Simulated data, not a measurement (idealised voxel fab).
The following process module bears the name voxel transistor to metal.
Square cell edge 5 nm, section width 210 nm, ID cut.
Think of the cross-section as a grid of square cells. We describe it in bands, top to bottom, and each band covers one or more rows of those cells. This entry defines a band. It first specifies the height of the band's top and the height of its bottom in nm, and then specifies the band's materials from left to right, stating each material with its width in nm. The word "full width" identifies a single material that fills the band from edge to edge, while the word "blank" identifies empty space. Height reference: 0 = level under which incoming wafer is all one material. Lowest band: no bottom, runs on downward, e.g. "0 down". A two-number width, for instance "30 to 40", indicates that the width is equal to the first number in the top row of the band and to the second number in the bottom row, and that it changes by a constant amount per row of cells. For the purposes of this document, the phrase "remained unchanged" attached to a step denotes that no cell within the cross-section was modified by that step. The label "Enclosed void inventory" introduces a list of the empty spaces, 8 cells or larger, that have no open way up to the top; each entry in it reads width x height at distance, where the distance is taken from the left edge and all three are stated in nm. Past the settings on a step's line: simulator remark, on that step. Each step line may optionally specify "overlay nm", which for a step with a mask gives the rightward distance between the mask's planned place and where it lay, a negative value indicating the leftward direction. Each pair of cross-sections that follows straddles one process step: the one shows the state before the step, the other the state after it, down to the lowest band that changed and no further. The step in question, and its settings, are given under the pair. Note that a pair is not necessarily a continuation of the pair above it, since pairs can come from different runs of this module on the same starting wafer; it is a continuation only where its entry headed "Before step" says so.
-- Before step
45 to 35: 40 to 95 of aC; 125 to 15 of blank; 45 to 100 of aC
35 to 30: 40 of SiCN; 55 of aC; 15 of blank; 55 of aC; 45 of SiCN
30 to 25: 95 of SiCN; 15 of blank; 100 of SiCN
25 to 20: 40 of polySi; 55 of SiCN; 15 of blank; 55 of SiCN; 45 of polySi
20 to 0: polySi full width
0 to -5: 40 of SiO2; 125 of polySi; 45 of SiO2
-5 to -10: SiO2 full width
-10 to -35: 50 of SiO2; 105 of Si; 55 of SiO2
-35 down: Si full width
Enclosed void inventory: none
-- Resultant Cross-Section
45 to 35: 40 to 95 of aC; 125 to 15 of blank; 45 to 100 of aC
35 to 30: 40 of SiCN; 55 of aC; 15 of blank; 55 of aC; 45 of SiCN
30 to 25: 95 of SiCN; 15 of blank; 100 of SiCN
25 to 20: 40 of polySi; 55 of SiCN; 15 of blank; 55 of SiCN; 45 of polySi
20 to 0: 95 of polySi; 15 of blank; 100 of polySi
0 to -5: 40 of SiO2; 55 of polySi; 15 of blank; 55 of polySi; 45 of SiO2
All layers under -5 are left as they were.
Enclosed void inventory: none
The before and after cross-sections above differ by one step: op DIRECTIONAL_ETCH | etch materials polySi | depth nm 35
Before step: see preceding pair, after cross-section.
-- Resultant Cross-Section
35 to 25: 40 to 95 of SiCN; 125 to 15 of blank; 45 to 100 of SiCN
All layers under 25 are left as they were.
Enclosed void inventory: none
The before and after cross-sections above differ by one step: op STRIP | etch materials aC
Before step: see preceding pair, after cross-section.
-- Resultant Cross-Section
45 to 40: 50 of SiN; 105 of blank; 55 of SiN
40 to 35: SiN full width
35 to 25: 40 to 95 of SiCN; 125 to 15 of SiN; 45 to 100 of SiCN
25 to 20: 40 of polySi; 55 of SiCN; 15 of SiN; 55 of SiCN; 45 of polySi
20 to 0: 95 of polySi; 15 of SiN; 100 of polySi
0 to -5: 40 of SiO2; 55 of polySi; 15 of SiN; 55 of polySi; 45 of SiO2
All layers under -5 are left as they were.
Enclosed void inventory: none
The before and after cross-sections above differ by one step: op CONFORMAL_DEP | material SiN | thk nm 10
Before step: see preceding pair, after cross-section.
-- Resultant Cross-Section
35 to 30: 40 of SiCN; 10 of SiN; 105 of blank; 10 of SiN; 45 of SiCN
All layers under 30 are left as they were.
Enclosed void inventory: none
The before and after cross-sections above differ by one step: op DIRECTIONAL_ETCH | etch materials SiN | depth nm 10
Before step: see preceding pair, after cross-section.
-- Resultant Cross-Section
40 to 35: SiO2 full width
35 to 30: 40 of SiCN; 10 of SiN; 105 of SiO2; 10 of SiN; 45 of SiCN
All layers under 30 are left as they were.
Enclosed void inventory: none
The before and after cross-sections above differ by one step: op FILL_DEP | material SiO2 | thk nm 5
Before step: see preceding pair, after cross-section.
-- Resultant Cross-Section
30 to 25: 95 of SiCN; 15 of SiN; 100 of SiCN
All layers under 25 are left as they were.
Enclosed void inventory: none
The before and after cross-sections above differ by one step: op CMP | height nm 30
Before step: see preceding pair, after cross-section.
-- Resultant Cross-Section
45 to 30: SiO2 full width
All layers under 30 are left as they were.
Enclosed void inventory: none
The before and after cross-sections above differ by one step: op DIRECTIONAL_DEP | material SiO2 | thk nm 15
Before step: see preceding pair, after cross-section.
-- Resultant Cross-Section
55 to 45: aC full width
All layers under 45 are left as they were.
Enclosed void inventory: none
The before and after cross-sections above differ by one step: op DIRECTIONAL_DEP | material aC | thk nm 10
Before step: see preceding pair, after cross-section.
-- Resultant Cross-Section
85 to 55: 55 of resist; 20 of blank; 55 of resist; 20 of blank; 60 of resist
All layers under 55 are left as they were.
Enclosed void inventory: none
The before and after cross-sections above differ by one step: op PATTERN | tone open | mask id CONTACT | material resist | width nm 20 | pitch nm 75 | thk nm 30 | overlay nm 0
Before step: see preceding pair, after cross-section.
-- Resultant Cross-Section
75 to 55: 55 of resist; 20 of blank; 55 of resist; 20 of blank; 60 of resist
55 to 45: 55 of aC; 20 of blank; 55 of aC; 20 of blank; 60 of aC
All layers under 45 are left as they were.
Enclosed void inventory: none
The before and after cross-sections above differ by one step: op DIRECTIONAL_ETCH | etch materials aC | depth nm 10
Before step: see preceding pair, after cross-section.
-- Resultant Cross-Section
55 to 45: 55 of aC; 20 of blank; 55 of aC; 20 of blank; 60 of aC
All layers under 45 are left as they were.
Enclosed void inventory: none
The before and after cross-sections above differ by one step: op STRIP | etch materials resist
Before step: see preceding pair, after cross-section.
-- Resultant Cross-Section
55 to 45: 55 of aC; 20 of blank; 55 of aC; 20 of blank; 60 of aC
45 to 30: 55 of SiO2; 20 of blank; 55 of SiO2; 20 of blank; 60 of SiO2
All layers under 30 are left as they were.
Enclosed void inventory: none
The before and after cross-sections above differ by one step: op DIRECTIONAL_ETCH | etch materials SiO2 | depth nm 50
Before step: see preceding pair, after cross-section.
-- Resultant Cross-Section
45 to 30: 55 of SiO2; 20 of blank; 55 of SiO2; 20 of blank; 60 of SiO2
All layers under 30 are left as they were.
Enclosed void inventory: none
The before and after cross-sections above differ by one step: op STRIP | etch materials aC
Before step: see preceding pair, after cross-section.
-- Resultant Cross-Section
50 to 45: 60 of TiN; 10 of blank; 65 of TiN; 10 of blank; 65 of TiN
45 to 35: 55 of SiO2; 5 of TiN; 10 of blank; 5 of TiN; 55 of SiO2; 5 of TiN; 10 of blank; 5 of TiN; 60 of SiO2
35 to 30: 55 of SiO2; 20 of TiN; 55 of SiO2; 20 of TiN; 60 of SiO2
All layers under 30 are left as they were.
Enclosed void inventory: none
The before and after cross-sections above differ by one step: op CONFORMAL_DEP | material TiN | thk nm 5
Before step: see preceding pair, after cross-section.
-- Resultant Cross-Section
55 to 50: W full width
50 to 45: 60 of TiN; 10 of W; 65 of TiN; 10 of W; 65 of TiN
45 to 35: 55 of SiO2; 5 of TiN; 10 of W; 5 of TiN; 55 of SiO2; 5 of TiN; 10 of W; 5 of TiN; 60 of SiO2
All layers under 35 are left as they were.
Enclosed void inventory: none
The before and after cross-sections above differ by one step: op FILL_DEP | material W | thk nm 5
Before step: see preceding pair, after cross-section.
-- Resultant Cross-Section
45 to 35: 55 of SiO2; 5 of TiN; 10 of W; 5 of TiN; 55 of SiO2; 5 of TiN; 10 of W; 5 of TiN; 60 of SiO2
All layers under 35 are left as they were.
Enclosed void inventory: none
The before and after cross-sections above differ by one step: op CMP | height nm 45
Before step: see preceding pair, after cross-section.
-- Resultant Cross-Section
50 to 45: SiCN full width
All layers under 45 are left as they were.
Enclosed void inventory: none
The before and after cross-sections above differ by one step: op CONFORMAL_DEP | material SiCN | thk nm 5
Before step: see preceding pair, after cross-section.
-- Resultant Cross-Section
75 to 50: lowk full width
All layers under 50 are left as they were.
Enclosed void inventory: none
The before and after cross-sections above differ by one step: op DIRECTIONAL_DEP | material lowk | thk nm 25
Before step: see preceding pair, after cross-section.
-- Resultant Cross-Section
90 to 75: 55 of resist; 20 of blank; 55 of resist; 20 of blank; 60 of resist
All layers under 75 are left as they were.
Enclosed void inventory: none
The before and after cross-sections above differ by one step: op PATTERN | tone open | mask id METAL_1 | material resist | width nm 20 | pitch nm 75 | thk nm 15 | overlay nm 0
Before step: see preceding pair, after cross-section.
-- Resultant Cross-Section
90 to 75: 55 of resist; 20 of blank; 55 of resist; 20 of blank; 60 of resist
75 to 50: 55 of lowk; 20 of blank; 55 of lowk; 20 of blank; 60 of lowk
All layers under 50 are left as they were.
Enclosed void inventory: none
The before and after cross-sections above differ by one step: op DIRECTIONAL_ETCH | etch materials lowk | depth nm 25
Before step: see preceding pair, after cross-section.
-- Resultant Cross-Section
90 to 75: 55 of resist; 20 of blank; 55 of resist; 20 of blank; 60 of resist
75 to 50: 55 of lowk; 20 of blank; 55 of lowk; 20 of blank; 60 of lowk
50 to 45: 55 of SiCN; 20 of blank; 55 of SiCN; 20 of blank; 60 of SiCN
All layers under 45 are left as they were.
Enclosed void inventory: none
The before and after cross-sections above differ by one step: op DIRECTIONAL_ETCH | etch materials SiCN | depth nm 5
Before step: see preceding pair, after cross-section.
-- Resultant Cross-Section
75 to 50: 55 of lowk; 20 of blank; 55 of lowk; 20 of blank; 60 of lowk
All layers under 50 are left as they were.
Enclosed void inventory: none
The before and after cross-sections above differ by one step: op STRIP | etch materials resist
Before step: see preceding pair, after cross-section.
-- Resultant Cross-Section
80 to 75: 60 of TiN; 10 of blank; 65 of TiN; 10 of blank; 65 of TiN
75 to 50: 55 of lowk; 5 of TiN; 10 of blank; 5 of TiN; 55 of lowk; 5 of TiN; 10 of blank; 5 of TiN; 60 of lowk
50 to 45: 55 of SiCN; 20 of TiN; 55 of SiCN; 20 of TiN; 60 of SiCN
All layers under 45 are left as they were.
Enclosed void inventory: none
The before and after cross-sections above differ by one step: op CONFORMAL_DEP | material TiN | thk nm 5
Before step: see preceding pair, after cross-section.
-- Resultant Cross-Section
90 to 80: Ru full width
80 to 75: 60 of TiN; 10 of Ru; 65 of TiN; 10 of Ru; 65 of TiN
75 to 50: 55 of lowk; 5 of TiN; 10 of Ru; 5 of TiN; 55 of lowk; 5 of TiN; 10 of Ru; 5 of TiN; 60 of lowk
All layers under 50 are left as they were.
Enclosed void inventory: none
The before and after cross-sections above differ by one step: op FILL_DEP | material Ru | thk nm 10
Before step: see preceding pair, after cross-section.
-- Resultant Cross-Section
75 to 50: 55 of lowk; 5 of TiN; 10 of Ru; 5 of TiN; 55 of lowk; 5 of TiN; 10 of Ru; 5 of TiN; 60 of lowk
All layers under 50 are left as they were.
Enclosed void inventory: none
The before and after cross-sections above differ by one step: op CMP | height nm 75
Before step: see preceding pair, after cross-section.
-- Resultant Cross-Section
80 to 75: SiN full width
All layers under 75 are left as they were.
Enclosed void inventory: none
The before and after cross-sections above differ by one step: op CONFORMAL_DEP | material SiN | thk nm 5
